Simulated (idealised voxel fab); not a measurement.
This section sets out a process module, namely voxel air gaps.
235 nm wide, 5 nm square cells: that's cross-section cut.
Square cells in a grid make up a cross-section in this document, and the grid is given as bands, listed from the top down, each one or more rows of cells. Each band's line starts with the height of the band's top and of its bottom, in nm. Then come its materials from left to right, each with its width in nm. One material with "everywhere" fills the band from edge to edge. "air" is empty space. It should be noted that heights are counted from 0, beneath which the wafer as supplied is of one material throughout, and that the lowest band possesses no lower boundary but continues downward, as written in "0..down". Top row gets the first number, bottom row gets the second, and each row in between changes by the same step: that is how a band width like "30..40" works. "nothing different", as given for a step, is the statement that not any cell of the cross-section underwent a change during that step. Any empty space of 8 cells or more lacking an open way to the top shows up in "Closed-off voids" as width x height at distance, distance from the left edge, in nm. It should be noted that, on the line of a given step, the content following the step's settings is a remark produced by the simulator itself with respect to that step. The line of a step may include "overlay nm". On a step with a mask, this value is how far to the right of its planned place the mask lay. A negative value means the mask lay to the left.

Set out below are the planned steps of the process
- 1: RECEIVE | material Si
- 2: CONFORMAL_DEP | material SiO2 | thk nm 10
- 3: CONFORMAL_DEP | material SiN | thk nm 5
- 4: DIRECTIONAL_DEP | material SiO2 | thk nm 35
- 5: MASKED_ETCH | tone open | mask id LINES | width nm 15 | pitch nm 40 | etch materials SiO2 | depth nm 35 | overlay nm 0
- 6: CONFORMAL_DEP | material TiN | thk nm 5
- 7: FILL_DEP | material Ru | thk nm 5
- 8: CMP | height nm 50
- 9: EPI | material Ru | thk nm 10
- 10: SELECTIVE_ETCH | etch materials SiO2 | depth nm 45
- 11: CONFORMAL_DEP | material SiCN | thk nm 5

Wafer as received: cross-section following step 1
- 0..down: Si everywhere
- Closed-off voids: none

Looking at the first of two wafers in cross-section at end of module - ran to plan
- 65..60: 35 nm air | 165 nm SiCN | 35 nm air
- 60..50: 35 nm air | 5 nm SiCN | 35 nm Ru | 5 nm SiCN | 35 nm Ru | 5 nm SiCN | 35 nm Ru | 5 nm SiCN | 35 nm Ru | 5 nm SiCN | 35 nm air
- 50..45: 35 nm air | 15 nm SiCN | 5 nm TiN | 5 nm Ru | 5 nm TiN | 25 nm SiCN | 5 nm TiN | 5 nm Ru | 5 nm TiN | 25 nm SiCN | 5 nm TiN | 5 nm Ru | 5 nm TiN | 25 nm SiCN | 5 nm TiN | 5 nm Ru | 5 nm TiN | 15 nm SiCN | 35 nm air
- 45..20: 45 nm air | 5 nm SiCN | 5 nm TiN | 5 nm Ru | 5 nm TiN | 5 nm SiCN | 15 nm air | 5 nm SiCN | 5 nm TiN | 5 nm Ru | 5 nm TiN | 5 nm SiCN | 15 nm air | 5 nm SiCN | 5 nm TiN | 5 nm Ru | 5 nm TiN | 5 nm SiCN | 15 nm air | 5 nm SiCN | 5 nm TiN | 5 nm Ru | 5 nm TiN | 5 nm SiCN | 45 nm air
- 20..15: 50 nm SiCN | 15 nm TiN | 25 nm SiCN | 15 nm TiN | 25 nm SiCN | 15 nm TiN | 25 nm SiCN | 15 nm TiN | 50 nm SiCN
- 15..10: SiN everywhere
- 10..0: SiO2 everywhere
- 0..down: Si everywhere
- Closed-off voids: 15 x 25 at 70; 15 x 25 at 110; 15 x 25 at 150

So this is wafer number two of the two, cut at the end of the module - it started where the first did and had the same plan, we just got one thing wrong running it
- 65..60: 35 nm air | 165 nm SiCN | 35 nm air
- 60..50: 35 nm air | 5 nm SiCN | 35 nm Ru | 5 nm SiCN | 35 nm Ru | 5 nm SiCN | 35 nm Ru | 5 nm SiCN | 35 nm Ru | 5 nm SiCN | 35 nm air
- 50..20: 35 nm air | 5 nm SiCN | 10 nm Ru | 5 nm TiN | 5 nm Ru | 5 nm TiN | 10 nm Ru | 5 nm SiCN | 10 nm Ru | 5 nm TiN | 5 nm Ru | 5 nm TiN | 10 nm Ru | 5 nm SiCN | 10 nm Ru | 5 nm TiN | 5 nm Ru | 5 nm TiN | 10 nm Ru | 5 nm SiCN | 10 nm Ru | 5 nm TiN | 5 nm Ru | 5 nm TiN | 10 nm Ru | 5 nm SiCN | 35 nm air
- 20..15: 40 nm SiCN | 10 nm Ru | 15 nm TiN | 10 nm Ru | 5 nm SiCN | 10 nm Ru | 15 nm TiN | 10 nm Ru | 5 nm SiCN | 10 nm Ru | 15 nm TiN | 10 nm Ru | 5 nm SiCN | 10 nm Ru | 15 nm TiN | 10 nm Ru | 40 nm SiCN
- 15..10: SiN everywhere
- 10..0: SiO2 everywhere
- 0..down: Si everywhere
- Closed-off voids: none
The mistake made against the process plan was this: steps 9 and 10 run out of order (swapped)
Final wafer comparison in cells, second versus first, more or fewer per material: +112 Ru | -47 SiCN
Note - end result: 3 closed voids (first wafer), 0 closed voids (second wafer).
